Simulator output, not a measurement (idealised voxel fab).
process module | voxel ribs on slabs
cross-section cut | 220 nm wide | cells 5 nm
A cross-section is a grid of square cells, given in bands from the top down. A band is one or more rows of cells.
Each band's line starts with the height of the band's top and of its bottom, in nm. Then come its materials from left to right, each with its width in nm. One material with "throughout" fills the band from edge to edge. "air" is empty space.
Height 0 is the level under which the wafer as received is all one material. The lowest band goes on downwards, as in "0 down".
A width such as "30 to 40" changes by the same amount from each row of cells to the next, from the band's top row to its bottom row.
"no change" after a step means that no cell of the cross-section changed.
closed voids: empty space of 8 cells or more with no open way to the top, each as width x height at its distance from the left edge, in nm
after a step's settings: what the simulator itself notes on the step
overlay nm, on a step with a mask: how far to the right of its planned place the mask lay; to the left if negative
plan
1 op RECEIVE | material Si
2 op DIRECTIONAL_DEP | material SiO2 | thk nm 20
3 op DIRECTIONAL_DEP | material polySi | thk nm 25
4 op PATTERN | tone cover | mask id RIB | material resist | width nm 25 | thk nm 20 | overlay nm 0
5 op DIRECTIONAL_ETCH | etch materials polySi | depth nm 5
6 op STRIP | etch materials resist
7 op MASKED_ETCH | tone cover | mask id SLAB | width nm 75 | etch materials polySi | depth nm 20 | overlay nm 0
8 op FILL_DEP | material SiO2 | thk nm 20
9 op CMP | height nm 55
10 op DIRECTIONAL_DEP | material W | thk nm 10
11 op DIRECTIONAL_DEP | material aC | thk nm 10
12 op PATTERN | tone cover | mask id HEATER | material resist | width nm 35 | thk nm 30 | overlay nm 0
13 op DIRECTIONAL_ETCH | etch materials aC | depth nm 10
14 op STRIP | etch materials resist
15 op DIRECTIONAL_ETCH | etch materials W | depth nm 10
16 op STRIP | etch materials aC
17 op CONFORMAL_DEP | material SiN | thk nm 5
first wafer, as planned
as received, after step 1
  0 down: Si throughout
  closed voids: none
after step 2
  20 to 0: SiO2 throughout
  below 0: unchanged
after step 3
  45 to 20: polySi throughout
  below 20: unchanged
after step 4
  65 to 45: air 95 | resist 25 | air 100
  below 45: unchanged
after step 5
  65 to 45: air 95 | resist 25 | air 100
  45 to 40: air 95 | polySi 25 | air 100
  below 40: unchanged
after step 6
  45 to 40: air 95 | polySi 25 | air 100
  below 40: unchanged
after step 7
  45 to 40: air 95 | polySi 25 | air 100
  40 to 20: air 70 | polySi 75 | air 75
  below 20: unchanged
after step 8
  65 to 45: SiO2 throughout
  45 to 40: SiO2 95 | polySi 25 | SiO2 100
  40 to 20: SiO2 70 | polySi 75 | SiO2 75
  below 20: unchanged
after step 9
  55 to 45: SiO2 throughout
  below 45: unchanged
after step 10
  65 to 55: W throughout
  below 55: unchanged
after step 11
  75 to 65: aC throughout
  below 65: unchanged
after step 12
  105 to 75: air 90 | resist 35 | air 95
  below 75: unchanged
after step 13
  95 to 75: air 90 | resist 35 | air 95
  75 to 65: air 90 | aC 35 | air 95
  below 65: unchanged
after step 14
  75 to 65: air 90 | aC 35 | air 95
  below 65: unchanged
after step 15
  75 to 65: air 90 | aC 35 | air 95
  65 to 55: air 90 | W 35 | air 95
  below 55: unchanged
after step 16
  65 to 55: air 90 | W 35 | air 95
  below 55: unchanged
after step 17
  70 to 65: air 85 | SiN 45 | air 90
  65 to 60: air 85 | SiN 5 | W 35 | SiN 5 | air 90
  60 to 55: SiN 90 | W 35 | SiN 95
  below 55: unchanged
second wafer: like start, like plan, one mistake. Through step 3 it matches the first wafer
when step 4 should have ended
  65 to 45: air 90 | resist 35 | air 95
  below 45: unchanged
when step 5 should have ended
  65 to 45: air 90 | resist 35 | air 95
  45 to 40: air 90 | polySi 35 | air 95
  below 40: unchanged
when step 6 should have ended
  45 to 40: air 90 | polySi 35 | air 95
  below 40: unchanged
when step 7 should have ended
  45 to 40: air 90 | polySi 35 | air 95
  40 to 20: air 70 | polySi 75 | air 75
  below 20: unchanged
when step 8 should have ended
  65 to 45: SiO2 throughout
  45 to 40: SiO2 90 | polySi 35 | SiO2 95
  40 to 20: SiO2 70 | polySi 75 | SiO2 75
  below 20: unchanged
when step 9 should have ended
  55 to 45: SiO2 throughout
  below 45: unchanged
when step 10 should have ended
  65 to 55: W throughout
  below 55: unchanged
when step 11 should have ended
  75 to 65: aC throughout
  below 65: unchanged
when step 12 should have ended
  105 to 75: air 90 | resist 35 | air 95
  below 75: unchanged
when step 13 should have ended
  95 to 75: air 90 | resist 35 | air 95
  75 to 65: air 90 | aC 35 | air 95
  below 65: unchanged
when step 14 should have ended
  75 to 65: air 90 | aC 35 | air 95
  below 65: unchanged
when step 15 should have ended
  75 to 65: air 90 | aC 35 | air 95
  65 to 55: air 90 | W 35 | air 95
  below 55: unchanged
when step 16 should have ended
  65 to 55: air 90 | W 35 | air 95
  below 55: unchanged
when step 17 should have ended
  70 to 65: air 85 | SiN 45 | air 90
  65 to 60: air 85 | SiN 5 | W 35 | SiN 5 | air 90
  60 to 55: SiN 90 | W 35 | SiN 95
  below 55: unchanged
what went wrong: step 4 ran as: op PATTERN | tone cover | mask id RIB | material resist | width nm 35 | thk nm 20 | overlay nm 0
at the end the second wafer has, in cells: 2 fewer of SiO2 | 2 more of polySi
